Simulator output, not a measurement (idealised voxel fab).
The name of this process module is voxel transistor to metal.
Section cut is 270 nm wide and gridded with 5 nm square cells.
Bands, listed from the top down, are how a cross-section gets written in this document; the cross-section itself is a grid of square cells, and a band is one or more rows of them.
Quick guide to a band line: top height, bottom height (nm) up front; then every material left to right with its width in nm. Only one material and it's marked "all across"? Then it fills the band edge to edge. And "air" just means empty space.
Convention: height 0 is the level below which the wafer, as received, is all one material. The lowest band does not terminate at the bottom but continues downward, represented as "from 0 down".
When a width is written as two numbers, as in "30->40", the first number is the width in the top row of cells of the band and the second is the width in its bottom row, and the width changes by the same amount from each row to the next.
When a step is marked "no modification", none of the cells in the cross-section changed during that step.
Any empty space of 8 cells or more lacking an open way to the top shows up in "Catalogued sealed voids" as width x height at distance, distance from the left edge, in nm.
Where a step's line continues beyond its settings, the continuation is a remark by the simulator itself on that step.
When a step includes a mask, the "overlay nm" setting on its line states how far to the right of its planned place that mask lay, and negative values state how far to the left.
Note: before/after cross-section pairs follow, one process step per pair, after-side truncated at the lowest changed band, step and settings given beneath. Different runs of this module on the same starting wafer may supply the pairs; a pair continues the one above only where the "Incoming profile" entry says so.
# Incoming profile
    from 40 to 35 | 25 nm air  90 nm SiCN  40 nm air  90 nm SiCN  25 nm air
    from 35 to 30 | SiCN all across
    from 30 to 25 | 25 nm SiCN  90 nm polySi  40 nm SiCN  90 nm polySi  25 nm SiCN
    from 25 to 5 | polySi all across
    from 5 to 0 | 25 nm polySi  90 nm SiO2  40 nm polySi  90 nm SiO2  25 nm polySi
    from 0 to -35 | 25 nm SiO2  90 nm Si  40 nm SiO2  90 nm Si  25 nm SiO2
    from -35 down | Si all across
    Catalogued sealed voids: none
# Post-Step Geometry
    from 40 to 30 | 60 nm air  20 nm SiCN  110 nm air  20 nm SiCN  60 nm air
    from 30 to 25 | 25 nm air  90 nm polySi  40 nm air  90 nm polySi  25 nm air
    Below a height of 25, the structure has not been altered.
    Catalogued sealed voids: none
Formally, the process step situated between the two cross-sections above is MASKED_ETCH: tone cover, mask id GATE, width nm 20, pitch nm 130, etch materials SiCN, depth nm 20, overlay nm 0
Incoming profile: see the after view in the pair directly above.
# Post-Step Geometry
    from 40 to 30 | 60 nm air  20 nm SiCN  110 nm air  20 nm SiCN  60 nm air
    from 30 to 5 | 60 nm air  20 nm polySi  110 nm air  20 nm polySi  60 nm air
    from 5 to 0 | 25 nm air  90 nm SiO2  40 nm air  90 nm SiO2  25 nm air
    Below a height of 0, the structure has not been altered.
    Catalogued sealed voids: none
Formally, the process step situated between the two cross-sections above is MASKED_ETCH: tone cover, mask id GATE, width nm 20, pitch nm 130, etch materials polySi, depth nm 35, overlay nm 0
Incoming profile: see the after view in the pair directly above.
# Post-Step Geometry
    from 45 to 40 | 55 nm air  30 nm SiO2  100 nm air  30 nm SiO2  55 nm air
    from 40 to 30 | 55 nm air  5 nm SiO2  20 nm SiCN  5 nm SiO2  100 nm air  5 nm SiO2  20 nm SiCN  5 nm SiO2  55 nm air
    from 30 to 10 | 55 nm air  5 nm SiO2  20 nm polySi  5 nm SiO2  100 nm air  5 nm SiO2  20 nm polySi  5 nm SiO2  55 nm air
    from 10 to 5 | 20 nm air  40 nm SiO2  20 nm polySi  40 nm SiO2  30 nm air  40 nm SiO2  20 nm polySi  40 nm SiO2  20 nm air
    from 5 to 0 | SiO2 all across
    Below a height of 0, the structure has not been altered.
    Catalogued sealed voids: none
Formally, the process step situated between the two cross-sections above is CONFORMAL_DEP: material SiO2, thk nm 5
Incoming profile: see the after view in the pair directly above.
# Post-Step Geometry
    from 40 to 30 | 55 nm air  5 nm SiO2  20 nm SiCN  5 nm SiO2  100 nm air  5 nm SiO2  20 nm SiCN  5 nm SiO2  55 nm air
    from 30 to 5 | 55 nm air  5 nm SiO2  20 nm polySi  5 nm SiO2  100 nm air  5 nm SiO2  20 nm polySi  5 nm SiO2  55 nm air
    from 5 to 0 | 20 nm air  100 nm SiO2  30 nm air  100 nm SiO2  20 nm air
    Below a height of 0, the structure has not been altered.
    Catalogued sealed voids: none
Formally, the process step situated between the two cross-sections above is DIRECTIONAL_ETCH: etch materials SiO2, depth nm 5
Incoming profile: see the after view in the pair directly above.
# Post-Step Geometry
    from 45 to 40 | 50 nm air  40 nm SiN  90 nm air  40 nm SiN  50 nm air
    from 40 to 30 | 50 nm air  5 nm SiN  5 nm SiO2  20 nm SiCN  5 nm SiO2  5 nm SiN  90 nm air  5 nm SiN  5 nm SiO2  20 nm SiCN  5 nm SiO2  5 nm SiN  50 nm air
    from 30 to 10 | 50 nm air  5 nm SiN  5 nm SiO2  20 nm polySi  5 nm SiO2  5 nm SiN  90 nm air  5 nm SiN  5 nm SiO2  20 nm polySi  5 nm SiO2  5 nm SiN  50 nm air
    from 10 to 5 | 15 nm air  40 nm SiN  5 nm SiO2  20 nm polySi  5 nm SiO2  40 nm SiN  20 nm air  40 nm SiN  5 nm SiO2  20 nm polySi  5 nm SiO2  40 nm SiN  15 nm air
    from 5 to 0 | 20 nm SiN  100 nm SiO2  30 nm SiN  100 nm SiO2  20 nm SiN
    Below a height of 0, the structure has not been altered.
    Catalogued sealed voids: none
Formally, the process step situated between the two cross-sections above is CONFORMAL_DEP: material SiN, thk nm 5
Incoming profile: see the after view in the pair directly above.
# Post-Step Geometry
    from 40 to 30 | 50 nm air  5 nm SiN  5 nm SiO2  20 nm SiCN  5 nm SiO2  5 nm SiN  90 nm air  5 nm SiN  5 nm SiO2  20 nm SiCN  5 nm SiO2  5 nm SiN  50 nm air
    from 30 to 5 | 50 nm air  5 nm SiN  5 nm SiO2  20 nm polySi  5 nm SiO2  5 nm SiN  90 nm air  5 nm SiN  5 nm SiO2  20 nm polySi  5 nm SiO2  5 nm SiN  50 nm air
    from 5 to 0 | 15 nm air  5 nm SiN  100 nm SiO2  5 nm SiN  20 nm air  5 nm SiN  100 nm SiO2  5 nm SiN  15 nm air
    Below a height of 0, the structure has not been altered.
    Catalogued sealed voids: none
Formally, the process step situated between the two cross-sections above is DIRECTIONAL_ETCH: etch materials SiN, depth nm 5
Incoming profile: see the after view in the pair directly above.
# Post-Step Geometry
    from 40 to 35 | 50 nm air  5 nm SiN  5 nm air  20 nm SiCN  5 nm air  5 nm SiN  90 nm air  5 nm SiN  5 nm air  20 nm SiCN  5 nm air  5 nm SiN  50 nm air
    from 35 to 30 | 50 nm air  5 nm SiN  5 nm SiO2  20 nm SiCN  5 nm SiO2  5 nm SiN  90 nm air  5 nm SiN  5 nm SiO2  20 nm SiCN  5 nm SiO2  5 nm SiN  50 nm air
    from 30 to 5 | 50 nm air  5 nm SiN  5 nm SiO2  20 nm polySi  5 nm SiO2  5 nm SiN  90 nm air  5 nm SiN  5 nm SiO2  20 nm polySi  5 nm SiO2  5 nm SiN  50 nm air
    from 5 to 0 | 15 nm air  5 nm SiN  30 nm air  40 nm SiO2  30 nm air  5 nm SiN  20 nm air  5 nm SiN  30 nm air  40 nm SiO2  30 nm air  5 nm SiN  15 nm air
    from 0 to -5 | 15 nm air  10 nm SiO2  90 nm Si  10 nm SiO2  20 nm air  10 nm SiO2  90 nm Si  10 nm SiO2  15 nm air
    Below a height of -5, the structure has not been altered.
    Catalogued sealed voids: none
Formally, the process step situated between the two cross-sections above is DIRECTIONAL_ETCH: etch materials SiO2, depth nm 5
Incoming profile: see the after view in the pair directly above.
# Post-Step Geometry
    from 40 to 35 | 50 nm air  5 nm SiN  5 nm air  20 nm SiCN  5 nm air  5 nm SiN  90 nm air  5 nm SiN  5 nm air  20 nm SiCN  5 nm air  5 nm SiN  50 nm air
    from 35 to 30 | 50 nm air  5 nm SiN  5 nm SiO2  20 nm SiCN  5 nm SiO2  5 nm SiN  90 nm air  5 nm SiN  5 nm SiO2  20 nm SiCN  5 nm SiO2  5 nm SiN  50 nm air
    from 30 to 5 | 50 nm air  5 nm SiN  5 nm SiO2  20 nm polySi  5 nm SiO2  5 nm SiN  90 nm air  5 nm SiN  5 nm SiO2  20 nm polySi  5 nm SiO2  5 nm SiN  50 nm air
    from 5 to 0 | 15 nm air  5 nm SiN  30 nm air  40 nm SiO2  30 nm air  5 nm SiN  20 nm air  5 nm SiN  30 nm air  40 nm SiO2  30 nm air  5 nm SiN  15 nm air
    from 0 to -5 | 15 nm air  10 nm SiO2  25 nm air  40 nm Si  25 nm air  10 nm SiO2  20 nm air  10 nm SiO2  25 nm air  40 nm Si  25 nm air  10 nm SiO2  15 nm air
    from -5 to -15 | 25 nm SiO2  25 nm air  40 nm Si  25 nm air  40 nm SiO2  25 nm air  40 nm Si  25 nm air  25 nm SiO2
    Below a height of -15, the structure has not been altered.
    Catalogued sealed voids: none
Formally, the process step situated between the two cross-sections above is DIRECTIONAL_ETCH: etch materials Si, depth nm 15
Incoming profile: see the after view in the pair directly above.
# Post-Step Geometry
    from 40 to 35 | 50 nm air  5 nm SiN  5 nm air  20 nm SiCN  5 nm air  5 nm SiN  90 nm air  5 nm SiN  5 nm air  20 nm SiCN  5 nm air  5 nm SiN  50 nm air
    from 35 to 30 | 50 nm air  5 nm SiN  5 nm SiO2  20 nm SiCN  5 nm SiO2  5 nm SiN  90 nm air  5 nm SiN  5 nm SiO2  20 nm SiCN  5 nm SiO2  5 nm SiN  50 nm air
    from 30 to 20 | 50 nm air  5 nm SiN  5 nm SiO2  20 nm polySi  5 nm SiO2  5 nm SiN  90 nm air  5 nm SiN  5 nm SiO2  20 nm polySi  5 nm SiO2  5 nm SiN  50 nm air
    from 20 to 5 | 30 nm air  20 nm pSi  5 nm SiN  5 nm SiO2  20 nm polySi  5 nm SiO2  5 nm SiN  20 nm pSi  50 nm air  20 nm pSi  5 nm SiN  5 nm SiO2  20 nm polySi  5 nm SiO2  5 nm SiN  20 nm pSi  30 nm air
    from 5 to 0 | 15 nm air  5 nm SiN  30 nm pSi  40 nm SiO2  30 nm pSi  5 nm SiN  20 nm air  5 nm SiN  30 nm pSi  40 nm SiO2  30 nm pSi  5 nm SiN  15 nm air
    from 0 to -5 | 15 nm air  10 nm SiO2  25 nm pSi  40 nm Si  25 nm pSi  10 nm SiO2  20 nm air  10 nm SiO2  25 nm pSi  40 nm Si  25 nm pSi  10 nm SiO2  15 nm air
    from -5 to -15 | 25 nm SiO2  25 nm pSi  40 nm Si  25 nm pSi  40 nm SiO2  25 nm pSi  40 nm Si  25 nm pSi  25 nm SiO2
    Below a height of -15, the structure has not been altered.
    Catalogued sealed voids: none
Formally, the process step situated between the two cross-sections above is EPI: material pSi, thk nm 20
Incoming profile: see the after view in the pair directly above.
# Post-Step Geometry
    from 45 to 40 | SiO2 all across
    from 40 to 30 | 50 nm SiO2  5 nm SiN  5 nm SiO2  20 nm SiCN  5 nm SiO2  5 nm SiN  90 nm SiO2  5 nm SiN  5 nm SiO2  20 nm SiCN  5 nm SiO2  5 nm SiN  50 nm SiO2
    from 30 to 20 | 50 nm SiO2  5 nm SiN  5 nm SiO2  20 nm polySi  5 nm SiO2  5 nm SiN  90 nm SiO2  5 nm SiN  5 nm SiO2  20 nm polySi  5 nm SiO2  5 nm SiN  50 nm SiO2
    from 20 to 5 | 30 nm SiO2  20 nm pSi  5 nm SiN  5 nm SiO2  20 nm polySi  5 nm SiO2  5 nm SiN  20 nm pSi  50 nm SiO2  20 nm pSi  5 nm SiN  5 nm SiO2  20 nm polySi  5 nm SiO2  5 nm SiN  20 nm pSi  30 nm SiO2
    from 5 to 0 | 15 nm SiO2  5 nm SiN  30 nm pSi  40 nm SiO2  30 nm pSi  5 nm SiN  20 nm SiO2  5 nm SiN  30 nm pSi  40 nm SiO2  30 nm pSi  5 nm SiN  15 nm SiO2
    from 0 to -15 | 25 nm SiO2  25 nm pSi  40 nm Si  25 nm pSi  40 nm SiO2  25 nm pSi  40 nm Si  25 nm pSi  25 nm SiO2
    Below a height of -15, the structure has not been altered.
    Catalogued sealed voids: none
Formally, the process step situated between the two cross-sections above is FILL_DEP: material SiO2, thk nm 5
Incoming profile: see the after view in the pair directly above.
# Post-Step Geometry
    from 35 to 30 | 50 nm SiO2  5 nm SiN  5 nm SiO2  20 nm SiCN  5 nm SiO2  5 nm SiN  90 nm SiO2  5 nm SiN  5 nm SiO2  20 nm SiCN  5 nm SiO2  5 nm SiN  50 nm SiO2
    Below a height of 30, the structure has not been altered.
    Catalogued sealed voids: none
Formally, the process step situated between the two cross-sections above is CMP: height nm 35
Incoming profile: see the after view in the pair directly above.
# Post-Step Geometry
    from 50 to 35 | SiO2 all across
    Below a height of 35, the structure has not been altered.
    Catalogued sealed voids: none
Formally, the process step situated between the two cross-sections above is DIRECTIONAL_DEP: material SiO2, thk nm 15
Incoming profile: see the after view in the pair directly above.
# Post-Step Geometry
    from 50 to 35 | 25 nm SiO2  15 nm air  60 nm SiO2  15 nm air  40 nm SiO2  15 nm air  60 nm SiO2  15 nm air  25 nm SiO2
    from 35 to 30 | 25 nm SiO2  15 nm air  10 nm SiO2  5 nm SiN  5 nm SiO2  20 nm SiCN  5 nm SiO2  5 nm SiN  10 nm SiO2  15 nm air  40 nm SiO2  15 nm air  10 nm SiO2  5 nm SiN  5 nm SiO2  20 nm SiCN  5 nm SiO2  5 nm SiN  10 nm SiO2  15 nm air  25 nm SiO2
    from 30 to 20 | 25 nm SiO2  15 nm air  10 nm SiO2  5 nm SiN  5 nm SiO2  20 nm polySi  5 nm SiO2  5 nm SiN  10 nm SiO2  15 nm air  40 nm SiO2  15 nm air  10 nm SiO2  5 nm SiN  5 nm SiO2  20 nm polySi  5 nm SiO2  5 nm SiN  10 nm SiO2  15 nm air  25 nm SiO2
    from 20 to 5 | 25 nm SiO2  5 nm air  20 nm pSi  5 nm SiN  5 nm SiO2  20 nm polySi  5 nm SiO2  5 nm SiN  20 nm pSi  5 nm air  40 nm SiO2  5 nm air  20 nm pSi  5 nm SiN  5 nm SiO2  20 nm polySi  5 nm SiO2  5 nm SiN  20 nm pSi  5 nm air  25 nm SiO2
    Below a height of 5, the structure has not been altered.
    Catalogued sealed voids: none
Formally, the process step situated between the two cross-sections above is MASKED_ETCH: tone open, mask id CONTACT, width nm 15, etch materials SiO2, depth nm 50, overlay nm 0
Incoming profile: see the after view in the pair directly above.
# Post-Step Geometry
    from 55 to 50 | 30 nm TiN  5 nm air  70 nm TiN  5 nm air  50 nm TiN  5 nm air  70 nm TiN  5 nm air  30 nm TiN
    from 50 to 35 | 25 nm SiO2  5 nm TiN  5 nm air  5 nm TiN  60 nm SiO2  5 nm TiN  5 nm air  5 nm TiN  40 nm SiO2  5 nm TiN  5 nm air  5 nm TiN  60 nm SiO2  5 nm TiN  5 nm air  5 nm TiN  25 nm SiO2
    from 35 to 30 | 25 nm SiO2  5 nm TiN  5 nm air  5 nm TiN  10 nm SiO2  5 nm SiN  5 nm SiO2  20 nm SiCN  5 nm SiO2  5 nm SiN  10 nm SiO2  5 nm TiN  5 nm air  5 nm TiN  40 nm SiO2  5 nm TiN  5 nm air  5 nm TiN  10 nm SiO2  5 nm SiN  5 nm SiO2  20 nm SiCN  5 nm SiO2  5 nm SiN  10 nm SiO2  5 nm TiN  5 nm air  5 nm TiN  25 nm SiO2
    from 30 to 25 | 25 nm SiO2  5 nm TiN  5 nm air  5 nm TiN  10 nm SiO2  5 nm SiN  5 nm SiO2  20 nm polySi  5 nm SiO2  5 nm SiN  10 nm SiO2  5 nm TiN  5 nm air  5 nm TiN  40 nm SiO2  5 nm TiN  5 nm air  5 nm TiN  10 nm SiO2  5 nm SiN  5 nm SiO2  20 nm polySi  5 nm SiO2  5 nm SiN  10 nm SiO2  5 nm TiN  5 nm air  5 nm TiN  25 nm SiO2
    from 25 to 20 | 25 nm SiO2  15 nm TiN  10 nm SiO2  5 nm SiN  5 nm SiO2  20 nm polySi  5 nm SiO2  5 nm SiN  10 nm SiO2  15 nm TiN  40 nm SiO2  15 nm TiN  10 nm SiO2  5 nm SiN  5 nm SiO2  20 nm polySi  5 nm SiO2  5 nm SiN  10 nm SiO2  15 nm TiN  25 nm SiO2
    from 20 to 5 | 25 nm SiO2  5 nm TiN  20 nm pSi  5 nm SiN  5 nm SiO2  20 nm polySi  5 nm SiO2  5 nm SiN  20 nm pSi  5 nm TiN  40 nm SiO2  5 nm TiN  20 nm pSi  5 nm SiN  5 nm SiO2  20 nm polySi  5 nm SiO2  5 nm SiN  20 nm pSi  5 nm TiN  25 nm SiO2
    Below a height of 5, the structure has not been altered.
    Catalogued sealed voids: none
Formally, the process step situated between the two cross-sections above is CONFORMAL_DEP: material TiN, thk nm 5
Incoming profile: see the after view in the pair directly above.
# Post-Step Geometry
    from 65 to 55 | Ru all across
    from 55 to 50 | 30 nm TiN  5 nm Ru  70 nm TiN  5 nm Ru  50 nm TiN  5 nm Ru  70 nm TiN  5 nm Ru  30 nm TiN
    from 50 to 35 | 25 nm SiO2  5 nm TiN  5 nm Ru  5 nm TiN  60 nm SiO2  5 nm TiN  5 nm Ru  5 nm TiN  40 nm SiO2  5 nm TiN  5 nm Ru  5 nm TiN  60 nm SiO2  5 nm TiN  5 nm Ru  5 nm TiN  25 nm SiO2
    from 35 to 30 | 25 nm SiO2  5 nm TiN  5 nm Ru  5 nm TiN  10 nm SiO2  5 nm SiN  5 nm SiO2  20 nm SiCN  5 nm SiO2  5 nm SiN  10 nm SiO2  5 nm TiN  5 nm Ru  5 nm TiN  40 nm SiO2  5 nm TiN  5 nm Ru  5 nm TiN  10 nm SiO2  5 nm SiN  5 nm SiO2  20 nm SiCN  5 nm SiO2  5 nm SiN  10 nm SiO2  5 nm TiN  5 nm Ru  5 nm TiN  25 nm SiO2
    from 30 to 25 | 25 nm SiO2  5 nm TiN  5 nm Ru  5 nm TiN  10 nm SiO2  5 nm SiN  5 nm SiO2  20 nm polySi  5 nm SiO2  5 nm SiN  10 nm SiO2  5 nm TiN  5 nm Ru  5 nm TiN  40 nm SiO2  5 nm TiN  5 nm Ru  5 nm TiN  10 nm SiO2  5 nm SiN  5 nm SiO2  20 nm polySi  5 nm SiO2  5 nm SiN  10 nm SiO2  5 nm TiN  5 nm Ru  5 nm TiN  25 nm SiO2
    Below a height of 25, the structure has not been altered.
    Catalogued sealed voids: none
Formally, the process step situated between the two cross-sections above is FILL_DEP: material Ru, thk nm 10
Incoming profile: see the after view in the pair directly above.
# Post-Step Geometry
    from 50 to 35 | 25 nm SiO2  5 nm TiN  5 nm Ru  5 nm TiN  60 nm SiO2  5 nm TiN  5 nm Ru  5 nm TiN  40 nm SiO2  5 nm TiN  5 nm Ru  5 nm TiN  60 nm SiO2  5 nm TiN  5 nm Ru  5 nm TiN  25 nm SiO2
    Below a height of 35, the structure has not been altered.
    Catalogued sealed voids: none
Formally, the process step situated between the two cross-sections above is CMP: height nm 50
Incoming profile: see the after view in the pair directly above.
# Post-Step Geometry
    from 55 to 50 | SiN all across
    Below a height of 50, the structure has not been altered.
    Catalogued sealed voids: none
Formally, the process step situated between the two cross-sections above is CONFORMAL_DEP: material SiN, thk nm 5
Incoming profile: see the after view in the pair directly above.
# Post-Step Geometry
    from 70 to 55 | lowk all across
    Below a height of 55, the structure has not been altered.
    Catalogued sealed voids: none
Formally, the process step situated between the two cross-sections above is DIRECTIONAL_DEP: material lowk, thk nm 15
Incoming profile: see the after view in the pair directly above.
# Post-Step Geometry
    from 90 to 70 | 25 nm resist  15 nm air  60 nm resist  15 nm air  40 nm resist  15 nm air  60 nm resist  15 nm air  25 nm resist
    Below a height of 70, the structure has not been altered.
    Catalogued sealed voids: none
Formally, the process step situated between the two cross-sections above is PATTERN: tone open, mask id METAL_1, material resist, width nm 15, thk nm 20, overlay nm 0
Incoming profile: see the after view in the pair directly above.
# Post-Step Geometry
    from 90 to 70 | 25 nm resist  15 nm air  60 nm resist  15 nm air  40 nm resist  15 nm air  60 nm resist  15 nm air  25 nm resist
    from 70 to 55 | 25 nm lowk  15 nm air  60 nm lowk  15 nm air  40 nm lowk  15 nm air  60 nm lowk  15 nm air  25 nm lowk
    Below a height of 55, the structure has not been altered.
    Catalogued sealed voids: none
Formally, the process step situated between the two cross-sections above is DIRECTIONAL_ETCH: etch materials lowk, depth nm 15
Incoming profile: see the after view in the pair directly above.
# Post-Step Geometry
    from 90 to 70 | 25 nm resist  15 nm air  60 nm resist  15 nm air  40 nm resist  15 nm air  60 nm resist  15 nm air  25 nm resist
    from 70 to 55 | 25 nm lowk  15 nm air  60 nm lowk  15 nm air  40 nm lowk  15 nm air  60 nm lowk  15 nm air  25 nm lowk
    from 55 to 50 | 25 nm SiN  15 nm air  60 nm SiN  15 nm air  40 nm SiN  15 nm air  60 nm SiN  15 nm air  25 nm SiN
    Below a height of 50, the structure has not been altered.
    Catalogued sealed voids: none
Formally, the process step situated between the two cross-sections above is DIRECTIONAL_ETCH: etch materials SiN, depth nm 5
Incoming profile: see the after view in the pair directly above.
# Post-Step Geometry
    from 70 to 55 | 25 nm lowk  15 nm air  60 nm lowk  15 nm air  40 nm lowk  15 nm air  60 nm lowk  15 nm air  25 nm lowk
    Below a height of 55, the structure has not been altered.
    Catalogued sealed voids: none
Formally, the process step situated between the two cross-sections above is STRIP: etch materials resist
Incoming profile: see the after view in the pair directly above.
# Post-Step Geometry
    from 75 to 70 | 30 nm TiN  5 nm air  70 nm TiN  5 nm air  50 nm TiN  5 nm air  70 nm TiN  5 nm air  30 nm TiN
    from 70 to 55 | 25 nm lowk  5 nm TiN  5 nm air  5 nm TiN  60 nm lowk  5 nm TiN  5 nm air  5 nm TiN  40 nm lowk  5 nm TiN  5 nm air  5 nm TiN  60 nm lowk  5 nm TiN  5 nm air  5 nm TiN  25 nm lowk
    from 55 to 50 | 25 nm SiN  15 nm TiN  60 nm SiN  15 nm TiN  40 nm SiN  15 nm TiN  60 nm SiN  15 nm TiN  25 nm SiN
    Below a height of 50, the structure has not been altered.
    Catalogued sealed voids: none
Formally, the process step situated between the two cross-sections above is CONFORMAL_DEP: material TiN, thk nm 5
Incoming profile: see the after view in the pair directly above.
# Post-Step Geometry
    from 80 to 75 | W all across
    from 75 to 70 | 30 nm TiN  5 nm W  70 nm TiN  5 nm W  50 nm TiN  5 nm W  70 nm TiN  5 nm W  30 nm TiN
    from 70 to 55 | 25 nm lowk  5 nm TiN  5 nm W  5 nm TiN  60 nm lowk  5 nm TiN  5 nm W  5 nm TiN  40 nm lowk  5 nm TiN  5 nm W  5 nm TiN  60 nm lowk  5 nm TiN  5 nm W  5 nm TiN  25 nm lowk
    Below a height of 55, the structure has not been altered.
    Catalogued sealed voids: none
Formally, the process step situated between the two cross-sections above is FILL_DEP: material W, thk nm 5
Incoming profile: see the after view in the pair directly above.
# Post-Step Geometry
    from 70 to 55 | 25 nm lowk  5 nm TiN  5 nm W  5 nm TiN  60 nm lowk  5 nm TiN  5 nm W  5 nm TiN  40 nm lowk  5 nm TiN  5 nm W  5 nm TiN  60 nm lowk  5 nm TiN  5 nm W  5 nm TiN  25 nm lowk
    Below a height of 55, the structure has not been altered.
    Catalogued sealed voids: none
Formally, the process step situated between the two cross-sections above is CMP: height nm 70
Incoming profile: see the after view in the pair directly above.
# Post-Step Geometry
    from 75 to 70 | 20 nm air  25 nm Ru  50 nm air  25 nm Ru  30 nm air  25 nm Ru  50 nm air  25 nm Ru  20 nm air
    Below a height of 70, the structure has not been altered.
    Catalogued sealed voids: none
Formally, the process step situated between the two cross-sections above is EPI: material Ru, thk nm 5
Incoming profile: see the after view in the pair directly above.
# Post-Step Geometry
    from 80 to 75 | SiCN all across
    from 75 to 70 | 20 nm SiCN  25 nm Ru  50 nm SiCN  25 nm Ru  30 nm SiCN  25 nm Ru  50 nm SiCN  25 nm Ru  20 nm SiCN
    Below a height of 70, the structure has not been altered.
    Catalogued sealed voids: none
Formally, the process step situated between the two cross-sections above is FILL_DEP: material SiCN, thk nm 5
# Incoming profile
    from 40 to 35 | 50 nm air  40 nm SiN  90 nm air  40 nm SiN  50 nm air
    from 35 to 25 | 50 nm air  5 nm SiN  5 nm SiO2  20 nm SiCN  5 nm SiO2  5 nm SiN  90 nm air  5 nm SiN  5 nm SiO2  20 nm SiCN  5 nm SiO2  5 nm SiN  50 nm air
    from 25 to 5 | 50 nm air  5 nm SiN  5 nm SiO2  20 nm polySi  5 nm SiO2  5 nm SiN  90 nm air  5 nm SiN  5 nm SiO2  20 nm polySi  5 nm SiO2  5 nm SiN  50 nm air
    from 5 to 0 | 55 nm SiN  5 nm SiO2  20 nm polySi  5 nm SiO2  100 nm SiN  5 nm SiO2  20 nm polySi  5 nm SiO2  55 nm SiN
    from 0 to -5 | SiO2 all across
    from -5 to -35 | 25 nm SiO2  90 nm Si  40 nm SiO2  90 nm Si  25 nm SiO2
    from -35 down | Si all across
    Catalogued sealed voids: none
# Post-Step Geometry
    from 35 to 25 | 55 nm air  5 nm SiO2  20 nm SiCN  5 nm SiO2  100 nm air  5 nm SiO2  20 nm SiCN  5 nm SiO2  55 nm air
    from 25 to 0 | 50 nm air  5 nm SiN  5 nm SiO2  20 nm polySi  5 nm SiO2  5 nm SiN  90 nm air  5 nm SiN  5 nm SiO2  20 nm polySi  5 nm SiO2  5 nm SiN  50 nm air
    Below a height of 0, the structure has not been altered.
    Catalogued sealed voids: none
Formally, the process step situated between the two cross-sections above is DIRECTIONAL_ETCH: etch materials SiN, depth nm 15
Incoming profile: see the after view in the pair directly above.
# Post-Step Geometry
    from 35 to 30 | 60 nm air  20 nm SiCN  110 nm air  20 nm SiCN  60 nm air
    from 30 to 25 | 55 nm air  5 nm SiO2  20 nm SiCN  5 nm SiO2  100 nm air  5 nm SiO2  20 nm SiCN  5 nm SiO2  55 nm air
    from 25 to 0 | 50 nm air  5 nm SiN  5 nm SiO2  20 nm polySi  5 nm SiO2  5 nm SiN  90 nm air  5 nm SiN  5 nm SiO2  20 nm polySi  5 nm SiO2  5 nm SiN  50 nm air
    from 0 to -5 | 50 nm air  40 nm SiO2  90 nm air  40 nm SiO2  50 nm air
    Below a height of -5, the structure has not been altered.
    Catalogued sealed voids: none
Formally, the process step situated between the two cross-sections above is DIRECTIONAL_ETCH: etch materials SiO2, depth nm 5
Incoming profile: see the after view in the pair directly above.
# Post-Step Geometry
    from 35 to 30 | 60 nm air  20 nm SiCN  110 nm air  20 nm SiCN  60 nm air
    from 30 to 25 | 55 nm air  5 nm SiO2  20 nm SiCN  5 nm SiO2  100 nm air  5 nm SiO2  20 nm SiCN  5 nm SiO2  55 nm air
    from 25 to 0 | 50 nm air  5 nm SiN  5 nm SiO2  20 nm polySi  5 nm SiO2  5 nm SiN  90 nm air  5 nm SiN  5 nm SiO2  20 nm polySi  5 nm SiO2  5 nm SiN  50 nm air
    from 0 to -5 | 50 nm air  40 nm SiO2  90 nm air  40 nm SiO2  50 nm air
    from -5 to -20 | 25 nm SiO2  25 nm air  40 nm Si  25 nm air  40 nm SiO2  25 nm air  40 nm Si  25 nm air  25 nm SiO2
    Below a height of -20, the structure has not been altered.
    Catalogued sealed voids: none
Formally, the process step situated between the two cross-sections above is DIRECTIONAL_ETCH: etch materials Si, depth nm 15
Incoming profile: see the after view in the pair directly above.
# Post-Step Geometry
    from 35 to 30 | 60 nm air  20 nm SiCN  110 nm air  20 nm SiCN  60 nm air
    from 30 to 25 | 55 nm air  5 nm SiO2  20 nm SiCN  5 nm SiO2  100 nm air  5 nm SiO2  20 nm SiCN  5 nm SiO2  55 nm air
    from 25 to 15 | 50 nm air  5 nm SiN  5 nm SiO2  20 nm polySi  5 nm SiO2  5 nm SiN  90 nm air  5 nm SiN  5 nm SiO2  20 nm polySi  5 nm SiO2  5 nm SiN  50 nm air
    from 15 to 0 | 30 nm air  20 nm pSi  5 nm SiN  5 nm SiO2  20 nm polySi  5 nm SiO2  5 nm SiN  20 nm pSi  50 nm air  20 nm pSi  5 nm SiN  5 nm SiO2  20 nm polySi  5 nm SiO2  5 nm SiN  20 nm pSi  30 nm air
    from 0 to -5 | 20 nm air  30 nm pSi  40 nm SiO2  30 nm pSi  30 nm air  30 nm pSi  40 nm SiO2  30 nm pSi  20 nm air
    from -5 to -20 | 25 nm SiO2  25 nm pSi  40 nm Si  25 nm pSi  40 nm SiO2  25 nm pSi  40 nm Si  25 nm pSi  25 nm SiO2
    Below a height of -20, the structure has not been altered.
    Catalogued sealed voids: none
Formally, the process step situated between the two cross-sections above is EPI: material pSi, thk nm 20
Incoming profile: see the after view in the pair directly above.
# Post-Step Geometry
    from 40 to 35 | SiO2 all across
    from 35 to 25 | 60 nm SiO2  20 nm SiCN  110 nm SiO2  20 nm SiCN  60 nm SiO2
    from 25 to 15 | 50 nm SiO2  5 nm SiN  5 nm SiO2  20 nm polySi  5 nm SiO2  5 nm SiN  90 nm SiO2  5 nm SiN  5 nm SiO2  20 nm polySi  5 nm SiO2  5 nm SiN  50 nm SiO2
    from 15 to 0 | 30 nm SiO2  20 nm pSi  5 nm SiN  5 nm SiO2  20 nm polySi  5 nm SiO2  5 nm SiN  20 nm pSi  50 nm SiO2  20 nm pSi  5 nm SiN  5 nm SiO2  20 nm polySi  5 nm SiO2  5 nm SiN  20 nm pSi  30 nm SiO2
    from 0 to -5 | 20 nm SiO2  30 nm pSi  40 nm SiO2  30 nm pSi  30 nm SiO2  30 nm pSi  40 nm SiO2  30 nm pSi  20 nm SiO2
    Below a height of -5, the structure has not been altered.
    Catalogued sealed voids: none
Formally, the process step situated between the two cross-sections above is FILL_DEP: material SiO2, thk nm 5
Incoming profile: see the after view in the pair directly above.
# Post-Step Geometry
    from 35 to 25 | 60 nm SiO2  20 nm SiCN  110 nm SiO2  20 nm SiCN  60 nm SiO2
    Below a height of 25, the structure has not been altered.
    Catalogued sealed voids: none
Formally, the process step situated between the two cross-sections above is CMP: height nm 35
Incoming profile: see the after view in the pair directly above.
# Post-Step Geometry
    from 50 to 35 | SiO2 all across
    Below a height of 35, the structure has not been altered.
    Catalogued sealed voids: none
Formally, the process step situated between the two cross-sections above is DIRECTIONAL_DEP: material SiO2, thk nm 15
